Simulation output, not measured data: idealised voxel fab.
Process module, titled voxel transistor to metal
FYI the section here is cut, 265 nm wide, cells are 5 nm squares.
Notation: cross-section as square-cell grid; stated in bands, top first, going down; one or more cell rows per band.
Read a band's entry like this: the first values are the height of its top and the height of its bottom in nm, and what follows is the sequence of materials from left to right, each with its width in nm. Note that "air" is empty space, and that a single material marked "throughout" reaches across the band from edge to edge.
It should be noted that heights are counted from 0, beneath which the wafer as supplied is of one material throughout, and that the lowest band possesses no lower boundary but continues downward, as written in "0 -> down".
Width spec "30..40" -> top row of cells at first value, bottom row at second value, equal per-row change in between.
Any step labelled "nothing different" changed none of the cells in the cross-section.
The entry titled "Closed cavities" provides the empty spaces that have no open way to the top, restricted to those of 8 cells or more. Each is presented as width x height at distance, the distance being measured from the left edge, with all three in nm.
Read whatever lies past the settings on a step's line as the simulator's own remark about the step.
The "overlay nm" setting may appear on a step's line; for a step that uses a mask, it gives how far to the right of its planned position the mask lay, and a negative value indicates the left.

plan:
- 1: op RECEIVE | material Si
- 2: op OXIDIZE | depth nm 5
- 3: op CONFORMAL_DEP | material SiN | thk nm 10
- 4: op PATTERN | tone cover | mask id ACTIVE | material resist | width nm 100 | pitch nm 125 | thk nm 20 | overlay nm 0
- 5: op DIRECTIONAL_ETCH | etch materials SiN | depth nm 10
- 6: op DIRECTIONAL_ETCH | etch materials SiO2 | depth nm 5
- 7: op DIRECTIONAL_ETCH | etch materials Si | depth nm 20
- 8: op STRIP | etch materials resist
- 9: op OXIDIZE | depth nm 5
- 10: op FILL_DEP | material SiO2 | thk nm 10
- 11: op CMP | height nm 10
- 12: op SELECTIVE_ETCH | etch materials SiO2 | depth nm 10
- 13: op STRIP | etch materials SiN
- 14: op SELECTIVE_ETCH | etch materials SiO2 | depth nm 5
- 15: op OXIDIZE | depth nm 5
- 16: op DIRECTIONAL_DEP | material polySi | thk nm 30
- 17: op DIRECTIONAL_DEP | material SiCN | thk nm 10
- 18: op MASKED_ETCH | tone cover | mask id GATE | width nm 20 | pitch nm 125 | etch materials SiCN | depth nm 20 | overlay nm 0
- 19: op MASKED_ETCH | tone cover | mask id GATE | width nm 20 | pitch nm 125 | etch materials polySi | depth nm 40 | overlay nm 0
- 20: op CONFORMAL_DEP | material SiN | thk nm 5
- 21: op DIRECTIONAL_ETCH | etch materials SiN | depth nm 5
- 22: op DIRECTIONAL_ETCH | etch materials SiO2 | depth nm 5
- 23: op EPI | material nSi | thk nm 5
- 24: op FILL_DEP | material SiO2 | thk nm 5
- 25: op CMP | height nm 35
- 26: op DIRECTIONAL_DEP | material SiO2 | thk nm 15
- 27: op MASKED_ETCH | tone open | mask id CONTACT | width nm 15 | etch materials SiO2 | depth nm 55 | overlay nm 0
- 28: op CONFORMAL_DEP | material TiN | thk nm 5
- 29: op FILL_DEP | material W | thk nm 10
- 30: op CMP | height nm 50
- 31: op CONFORMAL_DEP | material SiN | thk nm 5
- 32: op DIRECTIONAL_DEP | material lowk | thk nm 15
- 33: op PATTERN | tone open | mask id METAL_1 | material resist | width nm 15 | thk nm 15 | overlay nm 0
- 34: op DIRECTIONAL_ETCH | etch materials lowk | depth nm 15
- 35: op DIRECTIONAL_ETCH | etch materials SiN | depth nm 5
- 36: op STRIP | etch materials resist
- 37: op CONFORMAL_DEP | material TiN | thk nm 5
- 38: op FILL_DEP | material Ru | thk nm 10
- 39: op CMP | height nm 70
- 40: op EPI | material Ru | thk nm 5
- 41: op FILL_DEP | material SiCN | thk nm 5
- 42: op DIRECTIONAL_DEP | material lowk | thk nm 35
- 43: op DIRECTIONAL_DEP | material aC | thk nm 15
- 44: op PATTERN | tone open | mask id METAL_2 | material resist | width nm 15 | pitch nm 125 | thk nm 30 | overlay nm -15
- 45: op DIRECTIONAL_ETCH | etch materials aC | depth nm 15
- 46: op STRIP | etch materials resist
- 47: op DIRECTIONAL_ETCH | etch materials lowk | depth nm 20
- 48: op STRIP | etch materials aC
- 49: op PATTERN | tone open | mask id METAL_2_HOLES | material resist | width nm 15 | pitch nm 125 | thk nm 15 | overlay nm 0
- 50: op DIRECTIONAL_ETCH | etch materials lowk | depth nm 15
- 51: op DIRECTIONAL_ETCH | etch materials SiCN | depth nm 5
- 52: op STRIP | etch materials resist
- 53: op CONFORMAL_DEP | material TiN | thk nm 5
- 54: op FILL_DEP | material Ru | thk nm 5
- 55: op CMP | height nm 115
- 56: op CONFORMAL_DEP | material SiN | thk nm 5
varied across the wafers: overlay nm of step 44. The plan shows the first wafer's value. All wafers start alike

Cross-section of the first of several wafers on receipt, reflecting completion of step 1:
	0 -> down = Si throughout
	Closed cavities: none

The figure below presents a cross-section of the first of several wafers at the conclusion of the module, following its last step, step 56:
	120 -> 115 = SiN throughout
	115 -> 105 = lowk (15); TiN (5); Ru (20); TiN (5); lowk (95); TiN (5); Ru (20); TiN (5); lowk (95)
	105 -> 100 = lowk (15); TiN (5); Ru (5); TiN (20); lowk (95); TiN (5); Ru (5); TiN (20); lowk (95)
	100 -> 95 = lowk (15); TiN (15); lowk (110); TiN (15); lowk (110)
	95 -> 80 = lowk throughout
	80 -> 75 = SiCN throughout
	75 -> 70 = SiCN (25); Ru (25); SiCN (40); Ru (25); SiCN (35); Ru (25); SiCN (40); Ru (25); SiCN (25)
	70 -> 55 = lowk (30); TiN (5); Ru (5); TiN (5); lowk (50); TiN (5); Ru (5); TiN (5); lowk (45); TiN (5); Ru (5); TiN (5); lowk (50); TiN (5); Ru (5); TiN (5); lowk (30)
	55 -> 50 = SiN (30); TiN (15); SiN (50); TiN (15); SiN (45); TiN (15); SiN (50); TiN (15); SiN (30)
	50 -> 35 = SiO2 (30); TiN (5); W (5); TiN (5); SiO2 (50); TiN (5); W (5); TiN (5); SiO2 (45); TiN (5); W (5); TiN (5); SiO2 (50); TiN (5); W (5); TiN (5); SiO2 (30)
	35 -> 25 = SiO2 (30); TiN (5); W (5); TiN (5); SiO2 (10); SiN (5); SiCN (20); SiN (5); SiO2 (10); TiN (5); W (5); TiN (5); SiO2 (45); TiN (5); W (5); TiN (5); SiO2 (10); SiN (5); SiCN (20); SiN (5); SiO2 (10); TiN (5); W (5); TiN (5); SiO2 (30)
	25 -> 0 = SiO2 (30); TiN (5); W (5); TiN (5); SiO2 (10); SiN (5); polySi (20); SiN (5); SiO2 (10); TiN (5); W (5); TiN (5); SiO2 (45); TiN (5); W (5); TiN (5); SiO2 (10); SiN (5); polySi (20); SiN (5); SiO2 (10); TiN (5); W (5); TiN (5); SiO2 (30)
	0 -> -5 = SiO2 (30); TiN (15); SiO2 (10); SiN (5); polySi (20); SiN (5); SiO2 (10); TiN (15); SiO2 (45); TiN (15); SiO2 (10); SiN (5); polySi (20); SiN (5); SiO2 (10); TiN (15); SiO2 (30)
	-5 -> -10 = SiO2 (20); nSi (35); SiO2 (30); nSi (35); SiO2 (25); nSi (35); SiO2 (30); nSi (35); SiO2 (20)
	-10 -> -30 = SiO2 (25); Si (90); SiO2 (35); Si (90); SiO2 (25)
	-30 -> down = Si throughout
	Closed cavities: none

So this is the cross-section on the last wafer at the end of the module:
	120 -> 115 = SiN throughout
	115 -> 105 = lowk (30); TiN (5); Ru (20); TiN (5); lowk (95); TiN (5); Ru (20); TiN (5); lowk (80)
	105 -> 100 = lowk (30); TiN (20); Ru (5); TiN (5); lowk (95); TiN (20); Ru (5); TiN (5); lowk (80)
	100 -> 95 = lowk (45); TiN (15); lowk (110); TiN (15); lowk (80)
	95 -> 80 = lowk throughout
	80 -> 75 = SiCN throughout
	75 -> 70 = SiCN (25); Ru (25); SiCN (40); Ru (25); SiCN (35); Ru (25); SiCN (40); Ru (25); SiCN (25)
	70 -> 55 = lowk (30); TiN (5); Ru (5); TiN (5); lowk (50); TiN (5); Ru (5); TiN (5); lowk (45); TiN (5); Ru (5); TiN (5); lowk (50); TiN (5); Ru (5); TiN (5); lowk (30)
	55 -> 50 = SiN (30); TiN (15); SiN (50); TiN (15); SiN (45); TiN (15); SiN (50); TiN (15); SiN (30)
	50 -> 35 = SiO2 (30); TiN (5); W (5); TiN (5); SiO2 (50); TiN (5); W (5); TiN (5); SiO2 (45); TiN (5); W (5); TiN (5); SiO2 (50); TiN (5); W (5); TiN (5); SiO2 (30)
	35 -> 25 = SiO2 (30); TiN (5); W (5); TiN (5); SiO2 (10); SiN (5); SiCN (20); SiN (5); SiO2 (10); TiN (5); W (5); TiN (5); SiO2 (45); TiN (5); W (5); TiN (5); SiO2 (10); SiN (5); SiCN (20); SiN (5); SiO2 (10); TiN (5); W (5); TiN (5); SiO2 (30)
	25 -> 0 = SiO2 (30); TiN (5); W (5); TiN (5); SiO2 (10); SiN (5); polySi (20); SiN (5); SiO2 (10); TiN (5); W (5); TiN (5); SiO2 (45); TiN (5); W (5); TiN (5); SiO2 (10); SiN (5); polySi (20); SiN (5); SiO2 (10); TiN (5); W (5); TiN (5); SiO2 (30)
	0 -> -5 = SiO2 (30); TiN (15); SiO2 (10); SiN (5); polySi (20); SiN (5); SiO2 (10); TiN (15); SiO2 (45); TiN (15); SiO2 (10); SiN (5); polySi (20); SiN (5); SiO2 (10); TiN (15); SiO2 (30)
	-5 -> -10 = SiO2 (20); nSi (35); SiO2 (30); nSi (35); SiO2 (25); nSi (35); SiO2 (30); nSi (35); SiO2 (20)
	-10 -> -30 = SiO2 (25); Si (90); SiO2 (35); Si (90); SiO2 (25)
	-30 -> down = Si throughout
	Closed cavities: none

Wafer rows, end of module: cells per material gained (+) or lost (-) since receipt; closed voids last:
overlay nm -15; +50 Ru; -174 Si; +102 SiCN; +126 SiN; +448 SiO2; +152 TiN; +40 W; +452 lowk; +28 nSi; +48 polySi; Closed cavities: none
overlay nm -10; +46 Ru; -174 Si; +100 SiCN; +126 SiN; +448 SiO2; +158 TiN; +40 W; +452 lowk; +28 nSi; +48 polySi; Closed cavities: none
overlay nm -5; +42 Ru; -174 Si; +98 SiCN; +126 SiN; +448 SiO2; +164 TiN; +40 W; +452 lowk; +28 nSi; +48 polySi; Closed cavities: none
overlay nm 0; +46 Ru; -174 Si; +96 SiCN; +126 SiN; +448 SiO2; +162 TiN; +40 W; +452 lowk; +28 nSi; +48 polySi; Closed cavities: none
overlay nm 5; +42 Ru; -174 Si; +98 SiCN; +126 SiN; +448 SiO2; +164 TiN; +40 W; +452 lowk; +28 nSi; +48 polySi; Closed cavities: none
overlay nm 10; +46 Ru; -174 Si; +100 SiCN; +126 SiN; +448 SiO2; +158 TiN; +40 W; +452 lowk; +28 nSi; +48 polySi; Closed cavities: none
overlay nm 15; +50 Ru; -174 Si; +102 SiCN; +126 SiN; +448 SiO2; +152 TiN; +40 W; +452 lowk; +28 nSi; +48 polySi; Closed cavities: none
